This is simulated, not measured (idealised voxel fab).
The process module that follows is named voxel capacitor over wiring.
Displayed cross-section: cut, width of 155 nm, square cells sized 5 nm.
A cross-section in this document is a grid of square cells, and it is written down as bands, the top band listed before the ones below it; a band is made up of one or more rows of cells.
Quick guide to a band line: top height, bottom height (nm) up front; then every material left to right with its width in nm. Only one material and it's marked "full width"? Then it fills the band edge to edge. And "blank" just means empty space.
Counting heights begins at 0, where everything beneath is, in the wafer as received, one material. The lowest band has no bottom; it goes on downwards, as "from 0 down" shows.
The expression "30..40" gives the width at the extremes of the band, the first number at its top row of cells and the second at its bottom row, with the width changing by equal amounts from each row to the next in between.
Reading "remained unchanged" for a step: not a cell of the cross-section changed in it.
"Closed void register" - sealed voids, min. 8 cells, no opening to top; format: width x height at distance (distance from left edge; nm throughout).
It should be noted that, on the line of a given step, the content following the step's settings is a remark produced by the simulator itself with respect to that step.
"overlay nm", when on a step's line for a step with a mask, measures how far to the right of its planned place the mask lay; a negative measure means to the left.

## Process steps - plan
1 RECEIVE: material Si
2 CONFORMAL_DEP: material SiO2, thk nm 15
3 CONFORMAL_DEP: material SiN, thk nm 5
4 DIRECTIONAL_DEP: material SiO2, thk nm 25
5 PATTERN: tone open, mask id METAL_1, material resist, width nm 25, pitch nm 80, thk nm 15, overlay nm 0
6 DIRECTIONAL_ETCH: etch materials SiO2, depth nm 25
7 DIRECTIONAL_ETCH: etch materials SiN, depth nm 5
8 STRIP: etch materials resist
9 CONFORMAL_DEP: material TiN, thk nm 5
10 FILL_DEP: material Cu, thk nm 10
11 CMP: height nm 45
12 CONFORMAL_DEP: material SiCN, thk nm 5
13 DIRECTIONAL_DEP: material lowk, thk nm 20
14 DIRECTIONAL_DEP: material aC, thk nm 10
15 PATTERN: tone open, mask id PLUG_1, material resist, width nm 15, thk nm 30, overlay nm 0
16 DIRECTIONAL_ETCH: etch materials aC, depth nm 10
17 STRIP: etch materials resist
18 DIRECTIONAL_ETCH: etch materials lowk, depth nm 20
19 DIRECTIONAL_ETCH: etch materials SiCN, depth nm 5
20 STRIP: etch materials aC
21 EPI: material Ru, thk nm 10
22 EPI: material Ru, thk nm 10
23 EPI: material Ru, thk nm 5
24 DIRECTIONAL_DEP: material TiN, thk nm 5
25 DIRECTIONAL_DEP: material SiN, thk nm 5
26 DIRECTIONAL_DEP: material TiN, thk nm 10
27 MASKED_ETCH: tone cover, mask id UPPER_PLATE, width nm 60, etch materials TiN, depth nm 10, overlay nm 0
28 MASKED_ETCH: tone cover, mask id UPPER_PLATE, width nm 60, etch materials SiN, depth nm 5, overlay nm 0
29 MASKED_ETCH: tone cover, mask id LOWER_PLATE, width nm 70, etch materials TiN, depth nm 5, overlay nm 0
30 FILL_DEP: material SiO2, thk nm 20
31 CMP: height nm 105
32 MASKED_ETCH: tone open, mask id PLUG_2, width nm 15, etch materials SiO2, depth nm 15, overlay nm 0
33 CONFORMAL_DEP: material TiN, thk nm 5
34 FILL_DEP: material W, thk nm 5
35 CMP: height nm 105
36 CONFORMAL_DEP: material SiN, thk nm 5

## Cross-section of the wafer as it came to us, i.e., already through step 1
- from 0 down | Si full width
- Closed void register: none

## Cross-section: first of two wafers, module finished, run according to plan
- from 110 to 105 | SiN full width
- from 105 to 95 | SiO2: 45 / TiN: 5 / W: 5 / TiN: 5 / SiO2: 95
- from 95 to 90 | SiO2: 45 / TiN: 15 / SiO2: 95
- from 90 to 80 | SiO2: 35 / TiN: 60 / SiO2: 60
- from 80 to 75 | SiO2: 35 / SiN: 60 / SiO2: 60
- from 75 to 70 | SiO2: 30 / TiN: 70 / SiO2: 55
- from 70 to 50 | lowk: 35 / Ru: 15 / lowk: 105
- from 50 to 45 | SiCN: 35 / Ru: 15 / SiCN: 105
- from 45 to 20 | SiO2: 25 / TiN: 5 / Cu: 15 / TiN: 5 / SiO2: 55 / TiN: 5 / Cu: 15 / TiN: 5 / SiO2: 25
- from 20 to 15 | SiN: 25 / TiN: 25 / SiN: 55 / TiN: 25 / SiN: 25
- from 15 to 0 | SiO2 full width
- from 0 down | Si full width
- Closed void register: none

## Here is the second of the two wafers cut open at the end of the module - same start, same plan as the first one, but we made one mistake running it
- from 110 to 105 | SiN full width
- from 105 to 95 | SiO2: 45 / TiN: 5 / W: 5 / TiN: 5 / SiO2: 95
- from 95 to 90 | SiO2: 45 / TiN: 15 / SiO2: 95
- from 90 to 80 | SiO2: 35 / TiN: 60 / SiO2: 60
- from 80 to 75 | SiO2: 35 / SiN: 60 / SiO2: 60
- from 75 to 70 | SiO2: 30 / TiN: 70 / SiO2: 55
- from 70 to 50 | lowk: 30 / Ru: 25 / lowk: 100
- from 50 to 45 | SiCN: 30 / Ru: 25 / SiCN: 100
- from 45 to 20 | SiO2: 25 / TiN: 5 / Cu: 15 / TiN: 5 / SiO2: 55 / TiN: 5 / Cu: 15 / TiN: 5 / SiO2: 25
- from 20 to 15 | SiN: 25 / TiN: 25 / SiN: 55 / TiN: 25 / SiN: 25
- from 15 to 0 | SiO2 full width
- from 0 down | Si full width
- Closed void register: none
Where did the run depart from the plan? planned and actual differ for step 15; actual: PATTERN: tone open, mask id PLUG_1, material resist, width nm 25, thk nm 30, overlay nm 0
The closing comparison, in cells, has the second wafer with more or fewer of some materials than the first: 10 more of Ru; 2 fewer of SiCN; 8 fewer of lowk
